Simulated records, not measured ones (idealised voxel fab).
Proc. module: voxel gate over fins
For reference, the cross-section in this document is cut, with width 145 nm and square cells of 5 nm.
Cross-section, as written here: a square-cell grid given band by band from the top down, where a band holds one or more rows of cells. Basically the band line says how high the top is and how high the bottom is, in nm, and then what's in it from left to right, every material with its width in nm. Empty space shows up as "air", and if a single material carries "all across" it runs the full band edge to edge. Basically, 0 is our baseline, since under it the wafer straight out of the box is all one material. The bottom band has no lower end and keeps on going down, so it looks like "0 nm and below". It should be noted that a width expressed as "30..40" varies in equal increments from row to row of cells within the band, taking the value of the first number at the top row and that of the second number at the bottom row. It should be understood that the words "nothing was modified", when stated for a given step, signify that the cross-section underwent no change in any of its cells during that step. Listed in "Closed-off voids": every empty space of 8 or more cells without an open way to the top. Form: width x height at distance, the distance being from the left edge, all in nm. What comes after the settings on a step's line is commentary from the simulator itself on that step. You can add "overlay nm" to a step's line. For a step with a mask, it describes how far the mask lay to the right of its planned position, and a negative number describes a lay to the left.

Planned step list for the process
1 RECEIVE,material Si
2 CONFORMAL_DEP,material SiN,thk nm 10
3 MASKED_ETCH,tone cover,mask id FINS,width nm 15,pitch nm 45,etch materials SiN,depth nm 10,overlay nm 0
4 MASKED_ETCH,tone cover,mask id FINS,width nm 15,pitch nm 45,etch materials Si,depth nm 35,overlay nm 0
5 OXIDIZE,depth nm 5
6 FILL_DEP,material SiO2,thk nm 10
7 CMP,height nm 10
8 SELECTIVE_ETCH,etch materials SiO2,depth nm 25
9 STRIP,etch materials SiN
10 CONFORMAL_DEP,material HfO2,thk nm 5
11 CONFORMAL_DEP,material TiN,thk nm 5
12 CONFORMAL_DEP,material TiAl,thk nm 5
13 CONFORMAL_DEP,material TiN,thk nm 5
14 FILL_DEP,material W,thk nm 10
15 CMP,height nm 25
16 CONFORMAL_DEP,material SiCN,thk nm 10

First out of two wafers; run went to plan

Step 1 complete: cross-section of the wafer as received
	0 nm and below | Si all across
	Closed-off voids: none

You're looking at a cross-section of the wafer after step 2
	10 nm to 0 nm | SiN all across
	Anything lower than 0 is untouched.

You're looking at a cross-section of the wafer after step 3
	10 nm to 0 nm | 20 nm air / 15 nm SiN / 30 nm air / 15 nm SiN / 30 nm air / 15 nm SiN / 20 nm air
	Anything lower than 0 is untouched.

You're looking at a cross-section of the wafer after step 4
	10 nm to 0 nm | 20 nm air / 15 nm SiN / 30 nm air / 15 nm SiN / 30 nm air / 15 nm SiN / 20 nm air
	0 nm to -35 nm | 20 nm air / 15 nm Si / 30 nm air / 15 nm Si / 30 nm air / 15 nm Si / 20 nm air
	Anything lower than -35 is untouched.

You're looking at a cross-section of the wafer after step 5
	10 nm to 0 nm | 20 nm air / 15 nm SiN / 30 nm air / 15 nm SiN / 30 nm air / 15 nm SiN / 20 nm air
	0 nm to -35 nm | 20 nm air / 5 nm SiO2 / 5 nm Si / 5 nm SiO2 / 30 nm air / 5 nm SiO2 / 5 nm Si / 5 nm SiO2 / 30 nm air / 5 nm SiO2 / 5 nm Si / 5 nm SiO2 / 20 nm air
	-35 nm to -40 nm | 25 nm SiO2 / 5 nm Si / 40 nm SiO2 / 5 nm Si / 40 nm SiO2 / 5 nm Si / 25 nm SiO2
	Anything lower than -40 is untouched.

You're looking at a cross-section of the wafer after step 6
	20 nm to 10 nm | SiO2 all across
	10 nm to 0 nm | 20 nm SiO2 / 15 nm SiN / 30 nm SiO2 / 15 nm SiN / 30 nm SiO2 / 15 nm SiN / 20 nm SiO2
	0 nm to -40 nm | 25 nm SiO2 / 5 nm Si / 40 nm SiO2 / 5 nm Si / 40 nm SiO2 / 5 nm Si / 25 nm SiO2
	Anything lower than -40 is untouched.

You're looking at a cross-section of the wafer after step 7
	10 nm to 0 nm | 20 nm SiO2 / 15 nm SiN / 30 nm SiO2 / 15 nm SiN / 30 nm SiO2 / 15 nm SiN / 20 nm SiO2
	Anything lower than 0 is untouched.

You're looking at a cross-section of the wafer after step 8
	10 nm to 0 nm | 20 nm air / 15 nm SiN / 30 nm air / 15 nm SiN / 30 nm air / 15 nm SiN / 20 nm air
	0 nm to -15 nm | 25 nm air / 5 nm Si / 40 nm air / 5 nm Si / 40 nm air / 5 nm Si / 25 nm air
	Anything lower than -15 is untouched.

You're looking at a cross-section of the wafer after step 9
	0 nm to -15 nm | 25 nm air / 5 nm Si / 40 nm air / 5 nm Si / 40 nm air / 5 nm Si / 25 nm air
	Anything lower than -15 is untouched.

You're looking at a cross-section of the wafer after step 10
	5 nm to 0 nm | 20 nm air / 15 nm HfO2 / 30 nm air / 15 nm HfO2 / 30 nm air / 15 nm HfO2 / 20 nm air
	0 nm to -10 nm | 20 nm air / 5 nm HfO2 / 5 nm Si / 5 nm HfO2 / 30 nm air / 5 nm HfO2 / 5 nm Si / 5 nm HfO2 / 30 nm air / 5 nm HfO2 / 5 nm Si / 5 nm HfO2 / 20 nm air
	-10 nm to -15 nm | 25 nm HfO2 / 5 nm Si / 40 nm HfO2 / 5 nm Si / 40 nm HfO2 / 5 nm Si / 25 nm HfO2
	Anything lower than -15 is untouched.

You're looking at a cross-section of the wafer after step 11
	10 nm to 5 nm | 15 nm air / 25 nm TiN / 20 nm air / 25 nm TiN / 20 nm air / 25 nm TiN / 15 nm air
	5 nm to 0 nm | 15 nm air / 5 nm TiN / 15 nm HfO2 / 5 nm TiN / 20 nm air / 5 nm TiN / 15 nm HfO2 / 5 nm TiN / 20 nm air / 5 nm TiN / 15 nm HfO2 / 5 nm TiN / 15 nm air
	0 nm to -5 nm | 15 nm air / 5 nm TiN / 5 nm HfO2 / 5 nm Si / 5 nm HfO2 / 5 nm TiN / 20 nm air / 5 nm TiN / 5 nm HfO2 / 5 nm Si / 5 nm HfO2 / 5 nm TiN / 20 nm air / 5 nm TiN / 5 nm HfO2 / 5 nm Si / 5 nm HfO2 / 5 nm TiN / 15 nm air
	-5 nm to -10 nm | 20 nm TiN / 5 nm HfO2 / 5 nm Si / 5 nm HfO2 / 30 nm TiN / 5 nm HfO2 / 5 nm Si / 5 nm HfO2 / 30 nm TiN / 5 nm HfO2 / 5 nm Si / 5 nm HfO2 / 20 nm TiN
	Anything lower than -10 is untouched.

You're looking at a cross-section of the wafer after step 12
	15 nm to 10 nm | 10 nm air / 35 nm TiAl / 10 nm air / 35 nm TiAl / 10 nm air / 35 nm TiAl / 10 nm air
	10 nm to 5 nm | 10 nm air / 5 nm TiAl / 25 nm TiN / 5 nm TiAl / 10 nm air / 5 nm TiAl / 25 nm TiN / 5 nm TiAl / 10 nm air / 5 nm TiAl / 25 nm TiN / 5 nm TiAl / 10 nm air
	5 nm to 0 nm | 10 nm air / 5 nm TiAl / 5 nm TiN / 15 nm HfO2 / 5 nm TiN / 5 nm TiAl / 10 nm air / 5 nm TiAl / 5 nm TiN / 15 nm HfO2 / 5 nm TiN / 5 nm TiAl / 10 nm air / 5 nm TiAl / 5 nm TiN / 15 nm HfO2 / 5 nm TiN / 5 nm TiAl / 10 nm air
	0 nm to -5 nm | 15 nm TiAl / 5 nm TiN / 5 nm HfO2 / 5 nm Si / 5 nm HfO2 / 5 nm TiN / 20 nm TiAl / 5 nm TiN / 5 nm HfO2 / 5 nm Si / 5 nm HfO2 / 5 nm TiN / 20 nm TiAl / 5 nm TiN / 5 nm HfO2 / 5 nm Si / 5 nm HfO2 / 5 nm TiN / 15 nm TiAl
	Anything lower than -5 is untouched.

You're looking at a cross-section of the wafer after step 13
	20 nm to 15 nm | 5 nm air / 135 nm TiN / 5 nm air
	15 nm to 10 nm | 5 nm air / 5 nm TiN / 35 nm TiAl / 10 nm TiN / 35 nm TiAl / 10 nm TiN / 35 nm TiAl / 5 nm TiN / 5 nm air
	10 nm to 5 nm | 5 nm air / 5 nm TiN / 5 nm TiAl / 25 nm TiN / 5 nm TiAl / 10 nm TiN / 5 nm TiAl / 25 nm TiN / 5 nm TiAl / 10 nm TiN / 5 nm TiAl / 25 nm TiN / 5 nm TiAl / 5 nm TiN / 5 nm air
	5 nm to 0 nm | 10 nm TiN / 5 nm TiAl / 5 nm TiN / 15 nm HfO2 / 5 nm TiN / 5 nm TiAl / 10 nm TiN / 5 nm TiAl / 5 nm TiN / 15 nm HfO2 / 5 nm TiN / 5 nm TiAl / 10 nm TiN / 5 nm TiAl / 5 nm TiN / 15 nm HfO2 / 5 nm TiN / 5 nm TiAl / 10 nm TiN
	Anything lower than 0 is untouched.

You're looking at a cross-section of the wafer after step 14
	30 nm to 20 nm | W all across
	20 nm to 15 nm | 5 nm W / 135 nm TiN / 5 nm W
	15 nm to 10 nm | 5 nm W / 5 nm TiN / 35 nm TiAl / 10 nm TiN / 35 nm TiAl / 10 nm TiN / 35 nm TiAl / 5 nm TiN / 5 nm W
	10 nm to 5 nm | 5 nm W / 5 nm TiN / 5 nm TiAl / 25 nm TiN / 5 nm TiAl / 10 nm TiN / 5 nm TiAl / 25 nm TiN / 5 nm TiAl / 10 nm TiN / 5 nm TiAl / 25 nm TiN / 5 nm TiAl / 5 nm TiN / 5 nm W
	Anything lower than 5 is untouched.

You're looking at a cross-section of the wafer after step 15
	25 nm to 20 nm | W all across
	Anything lower than 20 is untouched.

You're looking at a cross-section of the wafer after step 16
	35 nm to 25 nm | SiCN all across
	Anything lower than 25 is untouched.

It is to be noted that the second wafer proceeded from the same initial state and according to the same plan as the first, although one mistake was committed in its execution; through step 7, inclusive, the two wafers share an identical history

Cross-section of the second wafer corresponding to the planned conclusion of step 8
	10 nm to 0 nm | 20 nm air / 15 nm SiN / 30 nm air / 15 nm SiN / 30 nm air / 15 nm SiN / 20 nm air
	0 nm to -40 nm | 25 nm air / 5 nm Si / 40 nm air / 5 nm Si / 40 nm air / 5 nm Si / 25 nm air
	Anything lower than -40 is untouched.

Cross-section of the second wafer corresponding to the planned conclusion of step 9
	0 nm to -40 nm | 25 nm air / 5 nm Si / 40 nm air / 5 nm Si / 40 nm air / 5 nm Si / 25 nm air
	Anything lower than -40 is untouched.

Cross-section of the second wafer corresponding to the planned conclusion of step 10
	5 nm to 0 nm | 20 nm air / 15 nm HfO2 / 30 nm air / 15 nm HfO2 / 30 nm air / 15 nm HfO2 / 20 nm air
	0 nm to -35 nm | 20 nm air / 5 nm HfO2 / 5 nm Si / 5 nm HfO2 / 30 nm air / 5 nm HfO2 / 5 nm Si / 5 nm HfO2 / 30 nm air / 5 nm HfO2 / 5 nm Si / 5 nm HfO2 / 20 nm air
	-35 nm to -40 nm | 25 nm HfO2 / 5 nm Si / 40 nm HfO2 / 5 nm Si / 40 nm HfO2 / 5 nm Si / 25 nm HfO2
	Anything lower than -40 is untouched.

Cross-section of the second wafer corresponding to the planned conclusion of step 11
	10 nm to 5 nm | 15 nm air / 25 nm TiN / 20 nm air / 25 nm TiN / 20 nm air / 25 nm TiN / 15 nm air
	5 nm to 0 nm | 15 nm air / 5 nm TiN / 15 nm HfO2 / 5 nm TiN / 20 nm air / 5 nm TiN / 15 nm HfO2 / 5 nm TiN / 20 nm air / 5 nm TiN / 15 nm HfO2 / 5 nm TiN / 15 nm air
	0 nm to -30 nm | 15 nm air / 5 nm TiN / 5 nm HfO2 / 5 nm Si / 5 nm HfO2 / 5 nm TiN / 20 nm air / 5 nm TiN / 5 nm HfO2 / 5 nm Si / 5 nm HfO2 / 5 nm TiN / 20 nm air / 5 nm TiN / 5 nm HfO2 / 5 nm Si / 5 nm HfO2 / 5 nm TiN / 15 nm air
	-30 nm to -35 nm | 20 nm TiN / 5 nm HfO2 / 5 nm Si / 5 nm HfO2 / 30 nm TiN / 5 nm HfO2 / 5 nm Si / 5 nm HfO2 / 30 nm TiN / 5 nm HfO2 / 5 nm Si / 5 nm HfO2 / 20 nm TiN
	Anything lower than -35 is untouched.

Cross-section of the second wafer corresponding to the planned conclusion of step 12
	15 nm to 10 nm | 10 nm air / 35 nm TiAl / 10 nm air / 35 nm TiAl / 10 nm air / 35 nm TiAl / 10 nm air
	10 nm to 5 nm | 10 nm air / 5 nm TiAl / 25 nm TiN / 5 nm TiAl / 10 nm air / 5 nm TiAl / 25 nm TiN / 5 nm TiAl / 10 nm air / 5 nm TiAl / 25 nm TiN / 5 nm TiAl / 10 nm air
	5 nm to 0 nm | 10 nm air / 5 nm TiAl / 5 nm TiN / 15 nm HfO2 / 5 nm TiN / 5 nm TiAl / 10 nm air / 5 nm TiAl / 5 nm TiN / 15 nm HfO2 / 5 nm TiN / 5 nm TiAl / 10 nm air / 5 nm TiAl / 5 nm TiN / 15 nm HfO2 / 5 nm TiN / 5 nm TiAl / 10 nm air
	0 nm to -25 nm | 10 nm air / 5 nm TiAl / 5 nm TiN / 5 nm HfO2 / 5 nm Si / 5 nm HfO2 / 5 nm TiN / 5 nm TiAl / 10 nm air / 5 nm TiAl / 5 nm TiN / 5 nm HfO2 / 5 nm Si / 5 nm HfO2 / 5 nm TiN / 5 nm TiAl / 10 nm air / 5 nm TiAl / 5 nm TiN / 5 nm HfO2 / 5 nm Si / 5 nm HfO2 / 5 nm TiN / 5 nm TiAl / 10 nm air
	-25 nm to -30 nm | 15 nm TiAl / 5 nm TiN / 5 nm HfO2 / 5 nm Si / 5 nm HfO2 / 5 nm TiN / 20 nm TiAl / 5 nm TiN / 5 nm HfO2 / 5 nm Si / 5 nm HfO2 / 5 nm TiN / 20 nm TiAl / 5 nm TiN / 5 nm HfO2 / 5 nm Si / 5 nm HfO2 / 5 nm TiN / 15 nm TiAl
	Anything lower than -30 is untouched.

Cross-section of the second wafer corresponding to the planned conclusion of step 13
	20 nm to 15 nm | 5 nm air / 135 nm TiN / 5 nm air
	15 nm to 10 nm | 5 nm air / 5 nm TiN / 35 nm TiAl / 10 nm TiN / 35 nm TiAl / 10 nm TiN / 35 nm TiAl / 5 nm TiN / 5 nm air
	10 nm to 5 nm | 5 nm air / 5 nm TiN / 5 nm TiAl / 25 nm TiN / 5 nm TiAl / 10 nm TiN / 5 nm TiAl / 25 nm TiN / 5 nm TiAl / 10 nm TiN / 5 nm TiAl / 25 nm TiN / 5 nm TiAl / 5 nm TiN / 5 nm air
	5 nm to 0 nm | 5 nm air / 5 nm TiN / 5 nm TiAl / 5 nm TiN / 15 nm HfO2 / 5 nm TiN / 5 nm TiAl / 10 nm TiN / 5 nm TiAl / 5 nm TiN / 15 nm HfO2 / 5 nm TiN / 5 nm TiAl / 10 nm TiN / 5 nm TiAl / 5 nm TiN / 15 nm HfO2 / 5 nm TiN / 5 nm TiAl / 5 nm TiN / 5 nm air
	0 nm to -20 nm | 5 nm air / 5 nm TiN / 5 nm TiAl / 5 nm TiN / 5 nm HfO2 / 5 nm Si / 5 nm HfO2 / 5 nm TiN / 5 nm TiAl / 10 nm TiN / 5 nm TiAl / 5 nm TiN / 5 nm HfO2 / 5 nm Si / 5 nm HfO2 / 5 nm TiN / 5 nm TiAl / 10 nm TiN / 5 nm TiAl / 5 nm TiN / 5 nm HfO2 / 5 nm Si / 5 nm HfO2 / 5 nm TiN / 5 nm TiAl / 5 nm TiN / 5 nm air
	-20 nm to -25 nm | 10 nm TiN / 5 nm TiAl / 5 nm TiN / 5 nm HfO2 / 5 nm Si / 5 nm HfO2 / 5 nm TiN / 5 nm TiAl / 10 nm TiN / 5 nm TiAl / 5 nm TiN / 5 nm HfO2 / 5 nm Si / 5 nm HfO2 / 5 nm TiN / 5 nm TiAl / 10 nm TiN / 5 nm TiAl / 5 nm TiN / 5 nm HfO2 / 5 nm Si / 5 nm HfO2 / 5 nm TiN / 5 nm TiAl / 10 nm TiN
	Anything lower than -25 is untouched.

Cross-section of the second wafer corresponding to the planned conclusion of step 14
	30 nm to 20 nm | W all across
	20 nm to 15 nm | 5 nm W / 135 nm TiN / 5 nm W
	15 nm to 10 nm | 5 nm W / 5 nm TiN / 35 nm TiAl / 10 nm TiN / 35 nm TiAl / 10 nm TiN / 35 nm TiAl / 5 nm TiN / 5 nm W
	10 nm to 5 nm | 5 nm W / 5 nm TiN / 5 nm TiAl / 25 nm TiN / 5 nm TiAl / 10 nm TiN / 5 nm TiAl / 25 nm TiN / 5 nm TiAl / 10 nm TiN / 5 nm TiAl / 25 nm TiN / 5 nm TiAl / 5 nm TiN / 5 nm W
	5 nm to 0 nm | 5 nm W / 5 nm TiN / 5 nm TiAl / 5 nm TiN / 15 nm HfO2 / 5 nm TiN / 5 nm TiAl / 10 nm TiN / 5 nm TiAl / 5 nm TiN / 15 nm HfO2 / 5 nm TiN / 5 nm TiAl / 10 nm TiN / 5 nm TiAl / 5 nm TiN / 15 nm HfO2 / 5 nm TiN / 5 nm TiAl / 5 nm TiN / 5 nm W
	0 nm to -20 nm | 5 nm W / 5 nm TiN / 5 nm TiAl / 5 nm TiN / 5 nm HfO2 / 5 nm Si / 5 nm HfO2 / 5 nm TiN / 5 nm TiAl / 10 nm TiN / 5 nm TiAl / 5 nm TiN / 5 nm HfO2 / 5 nm Si / 5 nm HfO2 / 5 nm TiN / 5 nm TiAl / 10 nm TiN / 5 nm TiAl / 5 nm TiN / 5 nm HfO2 / 5 nm Si / 5 nm HfO2 / 5 nm TiN / 5 nm TiAl / 5 nm TiN / 5 nm W
	Anything lower than -20 is untouched.

Cross-section of the second wafer corresponding to the planned conclusion of step 15
	25 nm to 20 nm | W all across
	Anything lower than 20 is untouched.

Cross-section of the second wafer corresponding to the planned conclusion of step 16
	35 nm to 25 nm | SiCN all across
	Anything lower than 25 is untouched.
What was the processing mistake? step 8 of the plan was carried out twice
Counted in cells at the end, the second wafer holds more or fewer of these materials than the first: 30 more of HfO2 | 130 fewer of SiO2 | 30 more of TiAl | 60 more of TiN | 10 more of W
